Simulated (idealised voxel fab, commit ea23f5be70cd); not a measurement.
The process module presented herein is designated voxel capacitor over wiring.
Square cells of 5 nm make up the cross-section cut, whose width is 200 nm.
Each cross-section below is a grid of square cells, stated as bands in top-down order, with one or more rows of cells making up each band.
Band entry format. Leading values: height of top, height of bottom, nm. Remainder: materials in left-to-right order, each with its width in nm. Special words: "everywhere" on a single material, which then fills the band edge to edge; "empty", empty space.
Basically, 0 is our baseline, since under it the wafer straight out of the box is all one material. The bottom band has no lower end and keeps on going down, so it looks like "0 and below".
Width: "30 to 40" (first number = top row, second number = bottom row, same change from row to row of cells).
The designation "no alterations made", where it is given for a processing step, indicates that no cell of the cross-section was altered in the course of that step.
"Enclosed void list" lists enclosed empty spaces (at least 8 cells, no open path upward to the top), each as width x height at distance from the left edge, in nm.
Past the settings on a step's line: simulator remark, on that step.
"overlay nm", when on a step's line for a step with a mask, measures how far to the right of its planned place the mask lay; a negative measure means to the left.
Planned step list for the process
step 1: RECEIVE: material Si
step 2: CONFORMAL_DEP: material SiO2, thk nm 15
step 3: DIRECTIONAL_DEP: material TiN, thk nm 5
step 4: DIRECTIONAL_DEP: material Ru, thk nm 25
step 5: PATTERN: tone cover, mask id METAL_1, material resist, width nm 25, pitch nm 85, thk nm 20, overlay nm 0
step 6: DIRECTIONAL_ETCH: etch materials Ru, depth nm 25
step 7: DIRECTIONAL_ETCH: etch materials TiN, depth nm 5
step 8: STRIP: etch materials resist
step 9: FILL_DEP: material SiO2, thk nm 10
step 10: CMP: height nm 45
step 11: CONFORMAL_DEP: material SiCN, thk nm 5
step 12: DIRECTIONAL_DEP: material lowk, thk nm 20
step 13: MASKED_ETCH: tone open, mask id PLUG_1, width nm 15, etch materials lowk, depth nm 20, overlay nm 0
step 14: MASKED_ETCH: tone open, mask id PLUG_1, width nm 15, etch materials SiCN, depth nm 5, overlay nm 0
step 15: EPI: material Ru, thk nm 10
step 16: EPI: material Ru, thk nm 10
step 17: EPI: material Ru, thk nm 5
step 18: DIRECTIONAL_DEP: material TiN, thk nm 10
step 19: DIRECTIONAL_DEP: material HfO2, thk nm 5
step 20: DIRECTIONAL_DEP: material TiN, thk nm 10
step 21: DIRECTIONAL_DEP: material aC, thk nm 10
step 22: PATTERN: tone cover, mask id UPPER_PLATE, material resist, width nm 65, thk nm 30, overlay nm 0
step 23: DIRECTIONAL_ETCH: etch materials aC, depth nm 10
step 24: STRIP: etch materials resist
step 25: DIRECTIONAL_ETCH: etch materials TiN, depth nm 10
step 26: DIRECTIONAL_ETCH: etch materials HfO2, depth nm 5
step 27: STRIP: etch materials aC
step 28: DIRECTIONAL_DEP: material aC, thk nm 15
step 29: PATTERN: tone cover, mask id LOWER_PLATE, material resist, width nm 75, thk nm 35, overlay nm 0
step 30: DIRECTIONAL_ETCH: etch materials aC, depth nm 15
step 31: STRIP: etch materials resist
step 32: DIRECTIONAL_ETCH: etch materials TiN, depth nm 10
step 33: STRIP: etch materials aC
step 34: FILL_DEP: material SiO2, thk nm 20
step 35: CMP: height nm 110
step 36: PATTERN: tone open, mask id PLUG_2, material resist, width nm 15, thk nm 15, overlay nm 0
step 37: DIRECTIONAL_ETCH: etch materials SiO2, depth nm 15
step 38: STRIP: etch materials resist
step 39: CONFORMAL_DEP: material TiN, thk nm 5
step 40: FILL_DEP: material Ru, thk nm 10
step 41: CMP: height nm 110
step 42: CONFORMAL_DEP: material SiN, thk nm 5
As-received wafer cross-section (after step 1)
    0 and below: Si everywhere
    Enclosed void list: none
Final cross-section, module run with one mistake (start and plan as above)
    115 down to 110: SiN everywhere
    110 down to 105: 65 nm SiO2; 15 nm TiN; 120 nm SiO2
    105 down to 95: 65 nm SiO2; 55 nm TiN; 80 nm SiO2
    95 down to 90: 70 nm SiO2; 50 nm HfO2; 80 nm SiO2
    90 down to 85: 50 nm SiO2; 5 nm TiN; 15 nm SiO2; 55 nm TiN; 75 nm SiO2
    85 down to 80: 50 nm SiO2; 75 nm TiN; 75 nm SiO2
    80 down to 75: 55 nm lowk; 15 nm TiN; 130 nm lowk
    75 down to 70: 55 nm lowk; 15 nm HfO2; 130 nm lowk
    70 down to 60: 55 nm lowk; 15 nm TiN; 130 nm lowk
    60 down to 50: lowk everywhere
    50 down to 45: SiCN everywhere
    45 down to 20: 45 nm SiO2; 25 nm Ru; 60 nm SiO2; 25 nm Ru; 45 nm SiO2
    20 down to 15: 45 nm SiO2; 25 nm TiN; 60 nm SiO2; 25 nm TiN; 45 nm SiO2
    15 down to 0: SiO2 everywhere
    0 and below: Si everywhere
    Enclosed void list: none
Processing error: off-plan run, step 12, actual operation and settings DIRECTIONAL_DEP: material lowk, thk nm 30
